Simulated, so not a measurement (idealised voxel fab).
process module | voxel ribs on slabs
cross-section cut | 235 nm wide | cells 5 nm
A cross-section is a grid of square cells, given in bands from the top down. A band is one or more rows of cells.
Each band's line starts with the height of the band's top and of its bottom, in nm. Then come its materials from left to right, each with its width in nm. One material with "throughout" fills the band from edge to edge. "air" is empty space.
Height 0 is the level under which the wafer as received is all one material. The lowest band goes on downwards, as in "0 down".
A width such as "30 to 40" changes by the same amount from each row of cells to the next, from the band's top row to its bottom row.
"no change" after a step means that no cell of the cross-section changed.
closed voids: empty space of 8 cells or more with no open way to the top, each as width x height at its distance from the left edge, in nm
after a step's settings: what the simulator itself notes on the step
overlay nm, on a step with a mask: how far to the right of its planned place the mask lay; to the left if negative
plan
1 op RECEIVE | material Si
2 op DIRECTIONAL_DEP | material SiO2 | thk nm 25
3 op DIRECTIONAL_DEP | material polySi | thk nm 25
4 op DIRECTIONAL_DEP | material aC | thk nm 10
5 op PATTERN | tone cover | mask id RIB | material resist | width nm 25 | thk nm 25 | overlay nm 0
6 op DIRECTIONAL_ETCH | etch materials aC | depth nm 10
7 op STRIP | etch materials resist
8 op DIRECTIONAL_ETCH | etch materials polySi | depth nm 10
9 op STRIP | etch materials aC
10 op DIRECTIONAL_DEP | material aC | thk nm 15
11 op PATTERN | tone cover | mask id SLAB | material resist | width nm 65 | thk nm 35 | overlay nm 0
12 op DIRECTIONAL_ETCH | etch materials aC | depth nm 15
13 op STRIP | etch materials resist
14 op DIRECTIONAL_ETCH | etch materials polySi | depth nm 15
15 op STRIP | etch materials aC
16 op FILL_DEP | material SiO2 | thk nm 30
17 op CMP | height nm 70
18 op DIRECTIONAL_DEP | material W | thk nm 5
19 op PATTERN | tone cover | mask id HEATER | material resist | width nm 35 | thk nm 15 | overlay nm 0
20 op DIRECTIONAL_ETCH | etch materials W | depth nm 5
21 op STRIP | etch materials resist
22 op CONFORMAL_DEP | material SiN | thk nm 5
as received, after step 1
  0 down: Si throughout
  closed voids: none
a wafer at the end: this start, this plan, one mistake
  80 to 75: SiN 105 | air 25 | SiN 105
  75 to 70: W 100 | SiN 35 | W 100
  70 to 50: SiO2 throughout
  50 to 40: SiO2 105 | polySi 25 | SiO2 105
  40 to 25: SiO2 85 | polySi 65 | SiO2 85
  25 to 0: SiO2 throughout
  0 down: Si throughout
  closed voids: none
what went wrong: step 19 ran as: op PATTERN | tone open | mask id HEATER | material resist | width nm 35 | thk nm 15 | overlay nm 0
